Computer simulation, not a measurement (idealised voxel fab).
voxel self aligned vias: a process module
Square cell edge 5 nm, section width 265 nm, ID cut.
A cross-section in this document is a grid of square cells, and it is written down as bands, the top band listed before the ones below it; a band is made up of one or more rows of cells. Band: top and bottom heights (nm) first, top before bottom; then materials from left to right, widths in nm. "throughout" marks a sole material filling the band edge to edge. "blank" denotes empty space. It should be noted that heights are counted from 0, beneath which the wafer as supplied is of one material throughout, and that the lowest band possesses no lower boundary but continues downward, as written in "0 nm and below". So if you see something like "30 to 40" for the width, read it as the top row of the band sitting at the first number and the bottom row at the second, with every row in between moving by the same amount as the last. For the purposes of this document, the phrase "no alterations made" attached to a step denotes that no cell within the cross-section was modified by that step. Entry "Completely sealed voids". Content: empty spaces with no open connection to the top, size 8 cells or greater. Each: width x height at distance. Distance: from left edge. Unit: nm. Read whatever lies past the settings on a step's line as the simulator's own remark about the step. overlay nm: for a step with a mask, the amount by which the mask lay right of where it was planned; a negative amount means left of it.
**Process steps (planned)**
1: RECEIVE with material Si
2: CONFORMAL_DEP with material SiO2, thk nm 10
3: CONFORMAL_DEP with material SiCN, thk nm 5
4: DIRECTIONAL_DEP with material SiO2, thk nm 25
5: MASKED_ETCH with tone open, mask id LINES, width nm 25, pitch nm 60, etch materials SiO2, depth nm 25, overlay nm 0
6: CONFORMAL_DEP with material TiN, thk nm 5
7: FILL_DEP with material W, thk nm 10
8: CMP with height nm 40
9: SELECTIVE_ETCH with etch materials W Ru TiN, depth nm 5
10: FILL_DEP with material SiN, thk nm 10
11: CMP with height nm 40
12: DIRECTIONAL_DEP with material SiO2, thk nm 20
13: PATTERN with tone open, mask id VIAS, material resist, width nm 35, pitch nm 120, thk nm 20, overlay nm 0
14: DIRECTIONAL_ETCH with etch materials SiO2, depth nm 20
15: DIRECTIONAL_ETCH with etch materials SiN, depth nm 5
16: STRIP with etch materials resist
17: CONFORMAL_DEP with material TiN, thk nm 5
18: FILL_DEP with material Ru, thk nm 5
19: CMP with height nm 60
20: CONFORMAL_DEP with material SiN, thk nm 5
**Cross-section of the wafer as it came to us, i.e., already through step 1**
- 0 nm and below = Si throughout
- Completely sealed voids: none
**Cross-section taken at module completion on the first of two wafers; processed per the plan**
- 65 nm to 60 nm = SiN throughout
- 60 nm to 45 nm = 55 of SiO2 / 5 of TiN / 25 of Ru / 5 of TiN / 85 of SiO2 / 5 of TiN / 25 of Ru / 5 of TiN / 55 of SiO2
- 45 nm to 40 nm = 55 of SiO2 / 10 of TiN / 15 of Ru / 10 of TiN / 85 of SiO2 / 10 of TiN / 15 of Ru / 10 of TiN / 55 of SiO2
- 40 nm to 35 nm = 60 of SiO2 / 25 of TiN / 35 of SiO2 / 25 of SiN / 35 of SiO2 / 25 of TiN / 60 of SiO2
- 35 nm to 20 nm = 60 of SiO2 / 5 of TiN / 15 of W / 5 of TiN / 35 of SiO2 / 5 of TiN / 15 of W / 5 of TiN / 35 of SiO2 / 5 of TiN / 15 of W / 5 of TiN / 60 of SiO2
- 20 nm to 15 nm = 60 of SiO2 / 25 of TiN / 35 of SiO2 / 25 of TiN / 35 of SiO2 / 25 of TiN / 60 of SiO2
- 15 nm to 10 nm = SiCN throughout
- 10 nm to 0 nm = SiO2 throughout
- 0 nm and below = Si throughout
- Completely sealed voids: none
**What the second wafer looks like in cross-section once the module is done. Its start and its plan matched the first wafer's exactly; what differed was one mistake in how it was run**
- 65 nm to 60 nm = SiN throughout
- 60 nm to 45 nm = 65 of SiO2 / 5 of TiN / 25 of Ru / 5 of TiN / 85 of SiO2 / 5 of TiN / 25 of Ru / 5 of TiN / 45 of SiO2
- 45 nm to 40 nm = 65 of SiO2 / 5 of TiN / 10 of Ru / 20 of TiN / 85 of SiO2 / 5 of TiN / 10 of Ru / 20 of TiN / 45 of SiO2
- 40 nm to 35 nm = 60 of SiO2 / 5 of SiN / 20 of TiN / 35 of SiO2 / 25 of SiN / 35 of SiO2 / 5 of SiN / 20 of TiN / 60 of SiO2
- 35 nm to 20 nm = 60 of SiO2 / 5 of TiN / 15 of W / 5 of TiN / 35 of SiO2 / 5 of TiN / 15 of W / 5 of TiN / 35 of SiO2 / 5 of TiN / 15 of W / 5 of TiN / 60 of SiO2
- 20 nm to 15 nm = 60 of SiO2 / 25 of TiN / 35 of SiO2 / 25 of TiN / 35 of SiO2 / 25 of TiN / 60 of SiO2
- 15 nm to 10 nm = SiCN throughout
- 10 nm to 0 nm = SiO2 throughout
- 0 nm and below = Si throughout
- Completely sealed voids: none
Which mistake was made when the wafer was run? step 13 was processed under conditions differing from the plan, specifically as PATTERN with tone open, mask id VIAS, material resist, width nm 35, pitch nm 120, thk nm 20, overlay nm 10
Count the cells at the end and the second wafer has more or fewer of some materials than the first: Ru: 2 fewer, SiN: 2 more
